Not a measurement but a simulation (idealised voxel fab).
process module | voxel gate over fins
cross-section cut | 195 nm wide | cells 5 nm
A cross-section is a grid of square cells, given in bands from the top down. A band is one or more rows of cells.
Each band's line starts with the height of the band's top and of its bottom, in nm. Then come its materials from left to right, each with its width in nm. One material with "throughout" fills the band from edge to edge. "air" is empty space.
Height 0 is the level under which the wafer as received is all one material. The lowest band goes on downwards, as in "0 down".
A width such as "30 to 40" changes by the same amount from each row of cells to the next, from the band's top row to its bottom row.
"no change" after a step means that no cell of the cross-section changed.
closed voids: empty space of 8 cells or more with no open way to the top, each as width x height at its distance from the left edge, in nm
after a step's settings: what the simulator itself notes on the step
overlay nm, on a step with a mask: how far to the right of its planned place the mask lay; to the left if negative
plan
1 op RECEIVE | material Si
2 op CONFORMAL_DEP | material SiN | thk nm 5
3 op PATTERN | tone cover | mask id FINS | material resist | width nm 15 | pitch nm 45 | thk nm 20 | overlay nm 0
4 op DIRECTIONAL_ETCH | etch materials SiN | depth nm 5
5 op DIRECTIONAL_ETCH | etch materials Si | depth nm 30
6 op STRIP | etch materials resist
7 op OXIDIZE | depth nm 5
8 op FILL_DEP | material SiO2 | thk nm 5
9 op CMP | height nm 5
10 op SELECTIVE_ETCH | etch materials SiO2 | depth nm 20
11 op STRIP | etch materials SiN
12 op CONFORMAL_DEP | material HfO2 | thk nm 5
13 op CONFORMAL_DEP | material TiN | thk nm 5
14 op FILL_DEP | material W | thk nm 10
15 op CMP | height nm 15
16 op CONFORMAL_DEP | material SiN | thk nm 10
varied across the wafers: thk nm of step 2. The plan shows the first wafer's value. All wafers start alike
first wafer as received, after step 1
  0 down: Si throughout
  closed voids: none
first wafer at the end, after step 16
  25 to 15: SiN throughout
  15 to 10: W throughout
  10 to 5: W 15 | TiN 25 | W 20 | TiN 25 | W 20 | TiN 25 | W 20 | TiN 25 | W 20
  5 to 0: W 15 | TiN 5 | HfO2 15 | TiN 5 | W 20 | TiN 5 | HfO2 15 | TiN 5 | W 20 | TiN 5 | HfO2 15 | TiN 5 | W 20 | TiN 5 | HfO2 15 | TiN 5 | W 20
  0 to -5: W 15 | TiN 5 | HfO2 5 | Si 5 | HfO2 5 | TiN 5 | W 20 | TiN 5 | HfO2 5 | Si 5 | HfO2 5 | TiN 5 | W 20 | TiN 5 | HfO2 5 | Si 5 | HfO2 5 | TiN 5 | W 20 | TiN 5 | HfO2 5 | Si 5 | HfO2 5 | TiN 5 | W 20
  -5 to -10: TiN 20 | HfO2 5 | Si 5 | HfO2 5 | TiN 30 | HfO2 5 | Si 5 | HfO2 5 | TiN 30 | HfO2 5 | Si 5 | HfO2 5 | TiN 30 | HfO2 5 | Si 5 | HfO2 5 | TiN 25
  -10 to -15: HfO2 25 | Si 5 | HfO2 40 | Si 5 | HfO2 40 | Si 5 | HfO2 40 | Si 5 | HfO2 30
  -15 to -35: SiO2 25 | Si 5 | SiO2 40 | Si 5 | SiO2 40 | Si 5 | SiO2 40 | Si 5 | SiO2 30
  -35 down: Si throughout
  closed voids: none
last wafer at the end
  25 to 15: SiN throughout
  15 to 10: W throughout
  10 to 5: TiN throughout
  5 to 0: HfO2 throughout
  0 down: Si throughout
  closed voids: none
each wafer at the end: cells of each material gained (+) or lost (-) since it was received, then its closed voids
thk nm 5 | +63 HfO2 | -245 Si | +78 SiN | +140 SiO2 | +63 TiN | +96 W | closed voids: none
thk nm 10 | +39 HfO2 | +78 SiN | +39 TiN | +39 W | closed voids: none
thk nm 15 | +39 HfO2 | +78 SiN | +39 TiN | +39 W | closed voids: none
thk nm 20 | +39 HfO2 | +78 SiN | +39 TiN | +39 W | closed voids: none
